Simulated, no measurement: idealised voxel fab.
Process module, titled voxel self aligned vias
Section cut is 220 nm wide and gridded with 5 nm square cells.
Throughout this document, each cross-section is represented as a grid of square cells and is presented as a sequence of bands enumerated from the top downward, where a band comprises one or more rows of cells.
Band: top height; bottom height; in nm. Then, left to right: material with width in nm, for each material. "throughout": a single material spanning edge to edge. "blank": empty space.
We count height from 0. Below that, the starting wafer is all one material. The lowest band never ends at the bottom but goes on down; see "0 -> down" for how that is written.
A two-number width, for instance "30 to 40", indicates that the width is equal to the first number in the top row of the band and to the second number in the bottom row, and that it changes by a constant amount per row of cells.
"no modification" means the step left every cell of the cross-section as it was.
"Voids, sealed" means: voids of 8 cells or more that are shut off from the top with no open way through. Written width x height at distance, distance from the left edge, in nm.
Where a step's line continues beyond its settings, the continuation is a remark by the simulator itself on that step.
Each step line may optionally specify "overlay nm", which for a step with a mask gives the rightward distance between the mask's planned place and where it lay, a negative value indicating the leftward direction.

Steps planned for the process
1,RECEIVE,material Si
2,CONFORMAL_DEP,material SiO2,thk nm 10
3,CONFORMAL_DEP,material SiCN,thk nm 5
4,DIRECTIONAL_DEP,material SiO2,thk nm 20
5,MASKED_ETCH,tone open,mask id LINES,width nm 25,pitch nm 65,etch materials SiO2,depth nm 20,overlay nm 0
6,CONFORMAL_DEP,material TiN,thk nm 5
7,FILL_DEP,material W,thk nm 10
8,CMP,height nm 35
9,SELECTIVE_ETCH,etch materials W Ru TiN,depth nm 5
10,FILL_DEP,material SiN,thk nm 5
11,CMP,height nm 35
12,DIRECTIONAL_DEP,material SiO2,thk nm 15
13,MASKED_ETCH,tone open,mask id VIAS,width nm 35,etch materials SiO2,depth nm 15,overlay nm 0
14,MASKED_ETCH,tone open,mask id VIAS,width nm 35,etch materials SiN,depth nm 5,overlay nm 0
15,CONFORMAL_DEP,material TiN,thk nm 5
16,FILL_DEP,material Cu,thk nm 5
17,CMP,height nm 50
18,CONFORMAL_DEP,material SiCN,thk nm 5

The cross-section here shows the wafer as received, i.e. in its state after step 1
	0 -> down | Si throughout
	Voids, sealed: none

Post-module cross-section of the first of two wafers (run per plan)
	55 -> 50 | SiCN throughout
	50 -> 40 | SiO2 60, then TiN 5, then Cu 25, then TiN 5, then SiO2 125
	40 -> 35 | SiO2 60, then TiN 10, then Cu 15, then TiN 10, then SiO2 125
	35 -> 30 | SiO2 65, then TiN 25, then SiO2 40, then SiN 25, then SiO2 65
	30 -> 20 | SiO2 65, then TiN 5, then W 15, then TiN 5, then SiO2 40, then TiN 5, then W 15, then TiN 5, then SiO2 65
	20 -> 15 | SiO2 65, then TiN 25, then SiO2 40, then TiN 25, then SiO2 65
	15 -> 10 | SiCN throughout
	10 -> 0 | SiO2 throughout
	0 -> down | Si throughout
	Voids, sealed: none

Cross-section, second wafer: same start as the first, same plan as the first, one mistake in running it; taken at the end of the module
	55 -> 50 | SiCN throughout
	50 -> 35 | SiO2 60, then TiN 5, then Cu 25, then TiN 5, then SiO2 125
	35 -> 30 | SiN 60, then TiN 35, then SiN 125
	30 -> 25 | TiN 70, then W 15, then TiN 50, then W 15, then TiN 70
	25 -> 10 | SiO2 65, then TiN 5, then W 15, then TiN 5, then SiO2 40, then TiN 5, then W 15, then TiN 5, then SiO2 65
	10 -> 5 | SiO2 65, then TiN 25, then SiO2 40, then TiN 25, then SiO2 65
	5 -> 0 | SiCN throughout
	0 -> down | Si throughout
	Voids, sealed: none
What was the processing mistake? step 2 was dropped from the plan's execution and never run
Looking at both finished wafers in cells, the second ends up ahead of or behind the first on some materials: +2 Cu, +32 SiN, -88 SiO2, +42 TiN, +12 W
